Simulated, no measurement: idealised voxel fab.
process module | voxel gate over fins
cross-section cut | 295 nm wide | cells 5 nm
A cross-section is a grid of square cells, given in bands from the top down. A band is one or more rows of cells.
Each band's line starts with the height of the band's top and of its bottom, in nm. Then come its materials from left to right, each with its width in nm. One material with "throughout" fills the band from edge to edge. "air" is empty space.
Height 0 is the level under which the wafer as received is all one material. The lowest band goes on downwards, as in "0 down".
A width such as "30 to 40" changes by the same amount from each row of cells to the next, from the band's top row to its bottom row.
"no change" after a step means that no cell of the cross-section changed.
closed voids: empty space of 8 cells or more with no open way to the top, each as width x height at its distance from the left edge, in nm
after a step's settings: what the simulator itself notes on the step
overlay nm, on a step with a mask: how far to the right of its planned place the mask lay; to the left if negative
plan
1 op RECEIVE | material Si
2 op CONFORMAL_DEP | material SiN | thk nm 10
3 op MASKED_ETCH | tone cover | mask id FINS | width nm 15 | pitch nm 55 | etch materials SiN | depth nm 10 | overlay nm 0
4 op MASKED_ETCH | tone cover | mask id FINS | width nm 15 | pitch nm 55 | etch materials Si | depth nm 35 | overlay nm 0
5 op FILL_DEP | material SiO2 | thk nm 10
6 op CMP | height nm 10
7 op PATTERN | tone open | mask id RAIL | material resist | width nm 15 | thk nm 15 | overlay nm 0
8 op DIRECTIONAL_ETCH | etch materials SiO2 | depth nm 40
9 op STRIP | etch materials resist
10 op CONFORMAL_DEP | material TiN | thk nm 5
11 op FILL_DEP | material Ru | thk nm 5
12 op CMP | height nm 10
13 op SELECTIVE_ETCH | etch materials W Ru TiN | depth nm 30
14 op FILL_DEP | material SiO2 | thk nm 5
15 op CMP | height nm 10
16 op SELECTIVE_ETCH | etch materials SiO2 | depth nm 25
17 op STRIP | etch materials SiN
18 op CONFORMAL_DEP | material HfO2 | thk nm 5
19 op CONFORMAL_DEP | material TiN | thk nm 5
20 op FILL_DEP | material W | thk nm 10
21 op CMP | height nm 15
22 op CONFORMAL_DEP | material SiCN | thk nm 10
as received, after step 1
  0 down: Si throughout
  closed voids: none
a wafer at the end: this start, this plan, one mistake
  25 to 15: SiCN throughout
  15 to 10: W throughout
  10 to 5: W 100 | TiN 35 | W 20 | TiN 35 | W 105
  5 to 0: W 100 | TiN 5 | HfO2 25 | TiN 5 | W 20 | TiN 5 | HfO2 25 | TiN 5 | W 105
  0 to -5: W 100 | TiN 5 | HfO2 5 | Si 15 | HfO2 5 | TiN 5 | W 20 | TiN 5 | HfO2 5 | Si 15 | HfO2 5 | TiN 5 | W 105
  -5 to -10: TiN 105 | HfO2 5 | Si 15 | HfO2 5 | TiN 30 | HfO2 5 | Si 15 | HfO2 5 | TiN 110
  -10 to -15: HfO2 110 | Si 15 | HfO2 40 | Si 15 | HfO2 115
  -15 to -20: SiO2 110 | Si 15 | SiO2 40 | Si 15 | SiO2 115
  -20 to -25: SiO2 110 | Si 15 | SiO2 10 | TiN 5 | Ru 5 | TiN 5 | SiO2 15 | Si 15 | SiO2 115
  -25 to -30: SiO2 110 | Si 15 | SiO2 10 | TiN 15 | SiO2 15 | Si 15 | SiO2 115
  -30 to -70: SiO2 110 | Si 15 | SiO2 40 | Si 15 | SiO2 115
  -70 down: Si throughout
  closed voids: none
what went wrong: step 4 was run twice
